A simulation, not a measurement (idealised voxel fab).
process module | voxel self aligned contacts
cross-section cut | 235 nm wide | cells 5 nm
A cross-section is a grid of square cells, given in bands from the top down. A band is one or more rows of cells.
Each band's line starts with the height of the band's top and of its bottom, in nm. Then come its materials from left to right, each with its width in nm. One material with "throughout" fills the band from edge to edge. "air" is empty space.
Height 0 is the level under which the wafer as received is all one material. The lowest band goes on downwards, as in "0 down".
A width such as "30 to 40" changes by the same amount from each row of cells to the next, from the band's top row to its bottom row.
"no change" after a step means that no cell of the cross-section changed.
closed voids: empty space of 8 cells or more with no open way to the top, each as width x height at its distance from the left edge, in nm
after a step's settings: what the simulator itself notes on the step
overlay nm, on a step with a mask: how far to the right of its planned place the mask lay; to the left if negative
plan
1 op RECEIVE | material Si
2 op OXIDIZE | depth nm 5
3 op DIRECTIONAL_DEP | material polySi | thk nm 20
4 op DIRECTIONAL_DEP | material SiN | thk nm 15
5 op DIRECTIONAL_DEP | material aC | thk nm 15
6 op PATTERN | tone cover | mask id GATE | material resist | width nm 35 | pitch nm 60 | thk nm 30 | overlay nm 0
7 op DIRECTIONAL_ETCH | etch materials aC | depth nm 15
8 op STRIP | etch materials resist
9 op DIRECTIONAL_ETCH | etch materials SiN | depth nm 15
10 op DIRECTIONAL_ETCH | etch materials polySi | depth nm 20
11 op STRIP | etch materials aC
12 op CONFORMAL_DEP | material SiN | thk nm 5
13 op DIRECTIONAL_ETCH | etch materials SiN | depth nm 5
14 op FILL_DEP | material SiO2 | thk nm 10
15 op CMP | height nm 40
16 op DIRECTIONAL_DEP | material aC | thk nm 10
17 op PATTERN | tone open | mask id CONTACT | material resist | width nm 35 | thk nm 30 | overlay nm 0
18 op DIRECTIONAL_ETCH | etch materials aC | depth nm 10
19 op STRIP | etch materials resist
20 op DIRECTIONAL_ETCH | etch materials SiO2 | depth nm 45
21 op STRIP | etch materials aC
22 op CONFORMAL_DEP | material TiN | thk nm 5
23 op FILL_DEP | material Ru | thk nm 10
24 op CMP | height nm 40
25 op CONFORMAL_DEP | material SiN | thk nm 5
first wafer, as planned
as received, after step 1
  0 down: Si throughout
  closed voids: none
after step 2
  0 to -5: SiO2 throughout
  below -5: unchanged
after step 3
  20 to 0: polySi throughout
  below 0: unchanged
after step 4
  35 to 20: SiN throughout
  below 20: unchanged
after step 5
  50 to 35: aC throughout
  below 35: unchanged
after step 6
  80 to 50: air 70 | resist 35 | air 25 | resist 35 | air 70
  below 50: unchanged
after step 7
  65 to 50: air 70 | resist 35 | air 25 | resist 35 | air 70
  50 to 35: air 70 | aC 35 | air 25 | aC 35 | air 70
  below 35: unchanged
after step 8
  50 to 35: air 70 | aC 35 | air 25 | aC 35 | air 70
  below 35: unchanged
after step 9
  50 to 35: air 70 | aC 35 | air 25 | aC 35 | air 70
  35 to 20: air 70 | SiN 35 | air 25 | SiN 35 | air 70
  below 20: unchanged
after step 10
  50 to 35: air 70 | aC 35 | air 25 | aC 35 | air 70
  35 to 20: air 70 | SiN 35 | air 25 | SiN 35 | air 70
  20 to 0: air 70 | polySi 35 | air 25 | polySi 35 | air 70
  below 0: unchanged
after step 11
  35 to 20: air 70 | SiN 35 | air 25 | SiN 35 | air 70
  below 20: unchanged
after step 12
  40 to 20: air 65 | SiN 45 | air 15 | SiN 45 | air 65
  20 to 5: air 65 | SiN 5 | polySi 35 | SiN 5 | air 15 | SiN 5 | polySi 35 | SiN 5 | air 65
  5 to 0: SiN 70 | polySi 35 | SiN 25 | polySi 35 | SiN 70
  below 0: unchanged
after step 13
  35 to 20: air 65 | SiN 45 | air 15 | SiN 45 | air 65
  20 to 0: air 65 | SiN 5 | polySi 35 | SiN 5 | air 15 | SiN 5 | polySi 35 | SiN 5 | air 65
  below 0: unchanged
after step 14
  45 to 35: SiO2 throughout
  35 to 20: SiO2 65 | SiN 45 | SiO2 15 | SiN 45 | SiO2 65
  20 to 0: SiO2 65 | SiN 5 | polySi 35 | SiN 5 | SiO2 15 | SiN 5 | polySi 35 | SiN 5 | SiO2 65
  below 0: unchanged
after step 15
  40 to 35: SiO2 throughout
  below 35: unchanged
after step 16
  50 to 40: aC throughout
  below 40: unchanged
after step 17
  80 to 50: resist 100 | air 35 | resist 100
  below 50: unchanged
after step 18
  70 to 50: resist 100 | air 35 | resist 100
  50 to 40: aC 100 | air 35 | aC 100
  below 40: unchanged
after step 19
  50 to 40: aC 100 | air 35 | aC 100
  below 40: unchanged
after step 20
  50 to 40: aC 100 | air 35 | aC 100
  40 to 35: SiO2 100 | air 35 | SiO2 100
  35 to 20: SiO2 65 | SiN 45 | air 15 | SiN 45 | SiO2 65
  20 to 0: SiO2 65 | SiN 5 | polySi 35 | SiN 5 | air 15 | SiN 5 | polySi 35 | SiN 5 | SiO2 65
  0 to -5: SiO2 110 | air 15 | SiO2 110
  below -5: unchanged
after step 21
  40 to 35: SiO2 100 | air 35 | SiO2 100
  below 35: unchanged
after step 22
  45 to 40: TiN 105 | air 25 | TiN 105
  40 to 35: SiO2 100 | TiN 15 | air 5 | TiN 15 | SiO2 100
  35 to 20: SiO2 65 | SiN 45 | TiN 5 | air 5 | TiN 5 | SiN 45 | SiO2 65
  20 to 0: SiO2 65 | SiN 5 | polySi 35 | SiN 5 | TiN 5 | air 5 | TiN 5 | SiN 5 | polySi 35 | SiN 5 | SiO2 65
  0 to -5: SiO2 110 | TiN 15 | SiO2 110
  below -5: unchanged
after step 23
  55 to 45: Ru throughout
  45 to 40: TiN 105 | Ru 25 | TiN 105
  40 to 35: SiO2 100 | TiN 15 | Ru 5 | TiN 15 | SiO2 100
  35 to 20: SiO2 65 | SiN 45 | TiN 5 | Ru 5 | TiN 5 | SiN 45 | SiO2 65
  20 to 0: SiO2 65 | SiN 5 | polySi 35 | SiN 5 | TiN 5 | Ru 5 | TiN 5 | SiN 5 | polySi 35 | SiN 5 | SiO2 65
  below 0: unchanged
after step 24
  40 to 35: SiO2 100 | TiN 15 | Ru 5 | TiN 15 | SiO2 100
  below 35: unchanged
after step 25
  45 to 40: SiN throughout
  below 40: unchanged
second wafer: like start, like plan, one mistake. Through step 14 it matches the first wafer
when step 15 should have ended
  30 to 20: SiO2 65 | SiN 45 | SiO2 15 | SiN 45 | SiO2 65
  below 20: unchanged
when step 16 should have ended
  40 to 30: aC throughout
  below 30: unchanged
when step 17 should have ended
  70 to 40: resist 100 | air 35 | resist 100
  below 40: unchanged
when step 18 should have ended
  60 to 40: resist 100 | air 35 | resist 100
  40 to 30: aC 100 | air 35 | aC 100
  below 30: unchanged
when step 19 should have ended
  40 to 30: aC 100 | air 35 | aC 100
  below 30: unchanged
when step 20 should have ended
  40 to 30: aC 100 | air 35 | aC 100
  30 to 20: SiO2 65 | SiN 45 | air 15 | SiN 45 | SiO2 65
  20 to 0: SiO2 65 | SiN 5 | polySi 35 | SiN 5 | air 15 | SiN 5 | polySi 35 | SiN 5 | SiO2 65
  0 to -5: SiO2 110 | air 15 | SiO2 110
  below -5: unchanged
when step 21 should have ended
  30 to 20: SiO2 65 | SiN 45 | air 15 | SiN 45 | SiO2 65
  below 20: unchanged
when step 22 should have ended
  35 to 30: TiN 115 | air 5 | TiN 115
  30 to 20: SiO2 65 | SiN 45 | TiN 5 | air 5 | TiN 5 | SiN 45 | SiO2 65
  20 to 0: SiO2 65 | SiN 5 | polySi 35 | SiN 5 | TiN 5 | air 5 | TiN 5 | SiN 5 | polySi 35 | SiN 5 | SiO2 65
  0 to -5: SiO2 110 | TiN 15 | SiO2 110
  below -5: unchanged
when step 23 should have ended
  45 to 35: Ru throughout
  35 to 30: TiN 115 | Ru 5 | TiN 115
  30 to 20: SiO2 65 | SiN 45 | TiN 5 | Ru 5 | TiN 5 | SiN 45 | SiO2 65
  20 to 0: SiO2 65 | SiN 5 | polySi 35 | SiN 5 | TiN 5 | Ru 5 | TiN 5 | SiN 5 | polySi 35 | SiN 5 | SiO2 65
  below 0: unchanged
when step 24 should have ended
  40 to 35: Ru throughout
  below 35: unchanged
when step 25 should have ended
  45 to 40: SiN throughout
  below 40: unchanged
what went wrong: step 15 ran as: op CMP | height nm 30
at the end the second wafer has, in cells: 46 more of Ru | 18 fewer of SiN | 66 fewer of SiO2 | 38 more of TiN
